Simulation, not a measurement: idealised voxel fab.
Module name: voxel trench capacitor (process module)
Pictured: cross-section cut, 150 nm wide, on a grid of 5 nm square cells.
Throughout this document, each cross-section is represented as a grid of square cells and is presented as a sequence of bands enumerated from the top downward, where a band comprises one or more rows of cells.
Read a band's entry like this: the first values are the height of its top and the height of its bottom in nm, and what follows is the sequence of materials from left to right, each with its width in nm. Note that "blank" is empty space, and that a single material marked "throughout" reaches across the band from edge to edge.
Heights are expressed relative to 0, this being the level below which the as-received wafer comprises one material exclusively. The lowest band is unbounded in the downward direction and is denoted as in "top 0, no bottom".
With a width like "30 to 40", each row of cells in the band differs from the next by the same amount, the top row carrying the first number and the bottom row the second.
You'll sometimes find "nothing got changed" written for a step, and that's the way of saying that nowhere in the cross-section did a cell change during that step.
Basically, "Completely enclosed voids" tells you about the enclosed voids: empty spaces with no open way to the top, 8 cells or bigger, each written width x height at distance, where distance is from the left edge, all in nm.
On a step's line, text after the settings is the simulator commenting on that step.
overlay nm: step with mask; distance mask lay right of planned place; negative value = left of planned place.

This section lists the process steps that were planned
- 1: op RECEIVE | material Si
- 2: op CONFORMAL_DEP | material SiN | thk nm 5
- 3: op PATTERN | tone open | mask id TRENCH | material resist | width nm 15 | pitch nm 40 | thk nm 15 | overlay nm 0
- 4: op DIRECTIONAL_ETCH | etch materials SiN | depth nm 5
- 5: op DIRECTIONAL_ETCH | etch materials Si | depth nm 35
- 6: op STRIP | etch materials resist
- 7: op CONFORMAL_DEP | material SiO2 | thk nm 5
- 8: op FILL_DEP | material polySi | thk nm 5
- 9: op CMP | height nm 5
The wafers in this document start out alike and differ in the width nm applied at step 3; the plan shows the value used for the first wafer.

The first of several wafers in cross-section, exactly as it reached us after step 1
    top 0, no bottom: Si throughout
    Completely enclosed voids: none

Here is the cross-section of the first of several wafers at the end of the module, after its last step, step 9
    top 5, bottom 0: SiN=30  SiO2=5  polySi=5  SiO2=5  SiN=25  SiO2=5  polySi=5  SiO2=5  SiN=25  SiO2=5  polySi=5  SiO2=5  SiN=25
    top 0, bottom -30: Si=30  SiO2=5  polySi=5  SiO2=5  Si=25  SiO2=5  polySi=5  SiO2=5  Si=25  SiO2=5  polySi=5  SiO2=5  Si=25
    top -30, bottom -35: Si=30  SiO2=15  Si=25  SiO2=15  Si=25  SiO2=15  Si=25
    top -35, no bottom: Si throughout
    Completely enclosed voids: none

End of module, last wafer sectioned
    top 5, bottom 0: SiN=25  SiO2=5  polySi=15  SiO2=5  SiN=15  SiO2=5  polySi=15  SiO2=5  SiN=15  SiO2=5  polySi=15  SiO2=5  SiN=20
    top 0, bottom -30: Si=25  SiO2=5  polySi=15  SiO2=5  Si=15  SiO2=5  polySi=15  SiO2=5  Si=15  SiO2=5  polySi=15  SiO2=5  Si=20
    top -30, bottom -35: Si=25  SiO2=25  Si=15  SiO2=25  Si=15  SiO2=25  Si=20
    top -35, no bottom: Si throughout
    Completely enclosed voids: none

The table below has one row for each wafer; a row shows, as of the end of the module, how many cells of each material the wafer has gained, marked (+), or lost, marked (-), since it was received, and then the wafer's closed voids
width nm 15; -63 Si; +21 SiN; +51 SiO2; +21 polySi; Completely enclosed voids: none
width nm 20; -84 Si; +18 SiN; +54 SiO2; +42 polySi; Completely enclosed voids: none
width nm 25; -105 Si; +15 SiN; +57 SiO2; +63 polySi; Completely enclosed voids: none
